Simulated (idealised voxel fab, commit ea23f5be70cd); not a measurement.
The document below concerns the process module designated voxel ribs on slabs.
Shown is cross-section cut, with a width of 270 nm and square cells of size 5 nm.
Throughout this document, each cross-section is represented as a grid of square cells and is presented as a sequence of bands enumerated from the top downward, where a band comprises one or more rows of cells. Band entry format. Leading values: height of top, height of bottom, nm. Remainder: materials in left-to-right order, each with its width in nm. Special words: "everywhere" on a single material, which then fills the band edge to edge; "empty", empty space. Heights are reckoned from 0. Under this level, the received wafer is all of one material. The bottommost band is open-ended downward, for example "z 0 and below". The width entry "30..40" should be interpreted row by row: the top row of cells in the band takes the first number, the bottom row takes the second number, and the change between adjacent rows is uniform throughout. Where a step carries "no change occurred", the cross-section came out of it unchanged, cell for cell. You'll see "Closed void register" listing empty spaces that have no way open to the top, as long as they're 8 cells or more; the notation is width x height at distance, where the distance is from the left edge, and all of it is in nm. The remark found on a step's line after its settings is issued by the simulator itself and pertains to that step. If you see "overlay nm" on a step's line and that step has a mask, it's telling you how far right of where it was planned the mask ended up; a negative number means it went left instead.

### The planned process steps are enumerated hereunder
| 1 | RECEIVE [material Si] |
| 2 | DIRECTIONAL_DEP [material SiO2] [thk nm 30] |
| 3 | DIRECTIONAL_DEP [material polySi] [thk nm 20] |
| 4 | PATTERN [tone cover] [mask id RIB] [material resist] [width nm 30] [thk nm 20] [overlay nm 0] |
| 5 | DIRECTIONAL_ETCH [etch materials polySi] [depth nm 10] |
| 6 | STRIP [etch materials resist] |
| 7 | MASKED_ETCH [tone cover] [mask id SLAB] [width nm 60] [etch materials polySi] [depth nm 10] [overlay nm 0] |
| 8 | FILL_DEP [material SiO2] [thk nm 20] |
| 9 | CMP [height nm 60] |
| 10 | DIRECTIONAL_DEP [material W] [thk nm 5] |
| 11 | MASKED_ETCH [tone cover] [mask id HEATER] [width nm 40] [etch materials W] [depth nm 5] [overlay nm 0] |
| 12 | CONFORMAL_DEP [material SiO2] [thk nm 5] |
Variable across wafers: step 12 thk nm (plan value is that of the first wafer; starting state common to all).

### So this is the first of several wafers, cross-sectioned as it came to us, meaning it's at the end of step 1
* z 0 and below | Si everywhere
* Closed void register: none

### Here is how to read the rows: every wafer has a row, and it shows the wafer at the end of the module, giving for each material how many cells were gained (+) or lost (-) since the wafer was received, then listing its closed voids
thk nm 5 | +668 SiO2 | +8 W | +36 polySi | Closed void register: none
thk nm 10 | +724 SiO2 | +8 W | +36 polySi | Closed void register: none
thk nm 15 | +780 SiO2 | +8 W | +36 polySi | Closed void register: none
thk nm 20 | +836 SiO2 | +8 W | +36 polySi | Closed void register: none
